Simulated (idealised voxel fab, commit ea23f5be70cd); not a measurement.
Process module heading - voxel quadruple lines
FYI the section here is cut, 215 nm wide, cells are 5 nm squares.
A cross-section is a grid of square cells, given in bands from the top down. A band is one or more rows of cells.
Each band's line starts with the height of the band's top and of its bottom, in nm. Then come its materials from left to right, each with its width in nm. One material with "edge to edge" fills the band from edge to edge. "blank" is empty space.
Height is counted from the level 0, under which the received wafer is composed throughout of one material. The lowest of the bands is not closed at the bottom but continues downward, in the notation "0 down".
Width: "30..40" (first number = top row, second number = bottom row, same change from row to row of cells).
"remained unchanged" (step): cross-section cells unchanged, all of them.
In "Closed void register" the enclosed voids are listed, meaning empty spaces of 8 cells or larger without any opening to the top. The form is width x height at distance, distance from the left edge, units nm.
The remark found on a step's line after its settings is issued by the simulator itself and pertains to that step.
Each step line may optionally specify "overlay nm", which for a step with a mask gives the rightward distance between the mask's planned place and where it lay, a negative value indicating the leftward direction.
LIST OF PLANNED PROCESS STEPS
| 1 | RECEIVE with material Si |
| 2 | CONFORMAL_DEP with material SiO2, thk nm 10 |
| 3 | DIRECTIONAL_DEP with material Ru, thk nm 15 |
| 4 | DIRECTIONAL_DEP with material polySi, thk nm 20 |
| 5 | DIRECTIONAL_DEP with material aC, thk nm 25 |
| 6 | PATTERN with tone cover, mask id MANDREL, material resist, width nm 15, pitch nm 60, thk nm 35, overlay nm 0 |
| 7 | DIRECTIONAL_ETCH with etch materials aC, depth nm 25 |
| 8 | STRIP with etch materials resist |
| 9 | CONFORMAL_DEP with material SiO2, thk nm 10 |
| 10 | DIRECTIONAL_ETCH with etch materials SiO2, depth nm 10 |
| 11 | STRIP with etch materials aC |
| 12 | DIRECTIONAL_ETCH with etch materials polySi, depth nm 20 |
| 13 | STRIP with etch materials SiO2 |
| 14 | CONFORMAL_DEP with material SiN, thk nm 5 |
| 15 | DIRECTIONAL_ETCH with etch materials SiN, depth nm 5 |
| 16 | STRIP with etch materials polySi |
| 17 | DIRECTIONAL_ETCH with etch materials Ru, depth nm 15 |
| 18 | STRIP with etch materials SiN |
The plan shows the width nm of step 6 as the first wafer had it; this setting differs between the wafers, which start out alike.
CROSS-SECTION OF THE FIRST OF SEVERAL WAFERS ON RECEIPT, REFLECTING COMPLETION OF STEP 1
    0 down | Si edge to edge
    Closed void register: none
TAKE A LOOK AT THE FIRST OF SEVERAL WAFERS IN CROSS-SECTION: THE MODULE IS DONE, AND STEP 18 WAS ITS LAST STEP
    25 to 10 | 55 blank | 5 Ru | 10 blank | 5 Ru | 5 blank | 5 Ru | 10 blank | 5 Ru | 15 blank | 5 Ru | 10 blank | 5 Ru | 5 blank | 5 Ru | 10 blank | 5 Ru | 55 blank
    10 to 0 | SiO2 edge to edge
    0 down | Si edge to edge
    Closed void register: none
LAST WAFER, END OF MODULE, CROSS-SECTION
    25 to 10 | 45 blank | 5 Ru | 10 blank | 5 Ru | 25 blank | 5 Ru | 10 blank | 5 Ru | 10 blank | 5 Ru | 25 blank | 5 Ru | 10 blank | 5 Ru | 45 blank
    10 to 0 | SiO2 edge to edge
    0 down | Si edge to edge
    Closed void register: none
TAKE ANY ROW AND YOU HAVE A WAFER AT THE END OF THE MODULE: HOW MANY CELLS OF EACH MATERIAL IT HAS GAINED (+) OR LOST (-) SINCE IT WAS RECEIVED, AND THEN ITS CLOSED VOIDS
width nm 15, +24 Ru, +86 SiO2, Closed void register: none
width nm 20, +24 Ru, +86 SiO2, Closed void register: none
width nm 25, +24 Ru, +86 SiO2, Closed void register: none
width nm 30, +24 Ru, +86 SiO2, Closed void register: none
width nm 35, +21 Ru, +86 SiO2, Closed void register: none
